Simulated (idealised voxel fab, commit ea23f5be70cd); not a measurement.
The document below concerns the process module designated voxel ribs on slabs.
Section shown: cut. Width: 165 nm. Cell size: 5 nm, square.
Notation: cross-section as square-cell grid; stated in bands, top first, going down; one or more cell rows per band. Top, bottom (nm), then materials left to right with widths (nm); lone material tagged "all across" fills the whole band edge to edge; "blank" = empty space. Heights are expressed relative to 0, this being the level below which the as-received wafer comprises one material exclusively. The lowest band is unbounded in the downward direction and is denoted as in "z 0 and below". A width such as "30 to 40" changes by the same amount from each row of cells to the next, from the band's top row to its bottom row. What does "no modifications" mean for a step? It means no cell of the cross-section changed in that step. So "Unvented internal voids" is basically the list of trapped voids: any empty space of 8 cells or more that can't reach the top through an opening. They're written width x height at distance, the distance being from the left edge, and it's all nm. Whatever follows a step's settings on its line is a remark the simulator itself makes about that step. overlay nm: on a step with a mask, how far right of its planned place the mask lay; negative means left.
# Intended process steps
1,RECEIVE [material Si]
2,DIRECTIONAL_DEP [material SiO2] [thk nm 20]
3,DIRECTIONAL_DEP [material SiN] [thk nm 20]
4,PATTERN [tone cover] [mask id RIB] [material resist] [width nm 30] [thk nm 15] [overlay nm 0]
5,DIRECTIONAL_ETCH [etch materials SiN] [depth nm 5]
6,STRIP [etch materials resist]
7,PATTERN [tone cover] [mask id SLAB] [material resist] [width nm 70] [thk nm 20] [overlay nm 0]
8,DIRECTIONAL_ETCH [etch materials SiN] [depth nm 15]
9,STRIP [etch materials resist]
10,FILL_DEP [material SiO2] [thk nm 25]
11,CMP [height nm 60]
12,DIRECTIONAL_DEP [material W] [thk nm 5]
13,PATTERN [tone cover] [mask id HEATER] [material resist] [width nm 40] [thk nm 15] [overlay nm 0]
14,DIRECTIONAL_ETCH [etch materials W] [depth nm 5]
15,STRIP [etch materials resist]
16,CONFORMAL_DEP [material SiN] [thk nm 5]
# Incoming wafer in cross-section (state: after step 1)
    z 0 and below  Si all across
    Unvented internal voids: none
# What the wafer looks like in cross-section after this module, when it starts as shown above and follows the plan above but one mistake is made in running it
    z 70 to 65  blank=55 | SiN=50 | blank=60
    z 65 to 60  SiN=60 | W=40 | SiN=65
    z 60 to 45  SiO2 all across
    z 45 to 40  SiO2=65 | SiN=30 | SiO2=70
    z 40 to 25  SiO2=45 | SiN=70 | SiO2=50
    z 25 to 20  SiN all across
    z 20 to 0  SiO2 all across
    z 0 and below  Si all across
    Unvented internal voids: none
What broke from the plan during processing? step 3 ran as: DIRECTIONAL_DEP [material SiN] [thk nm 25]
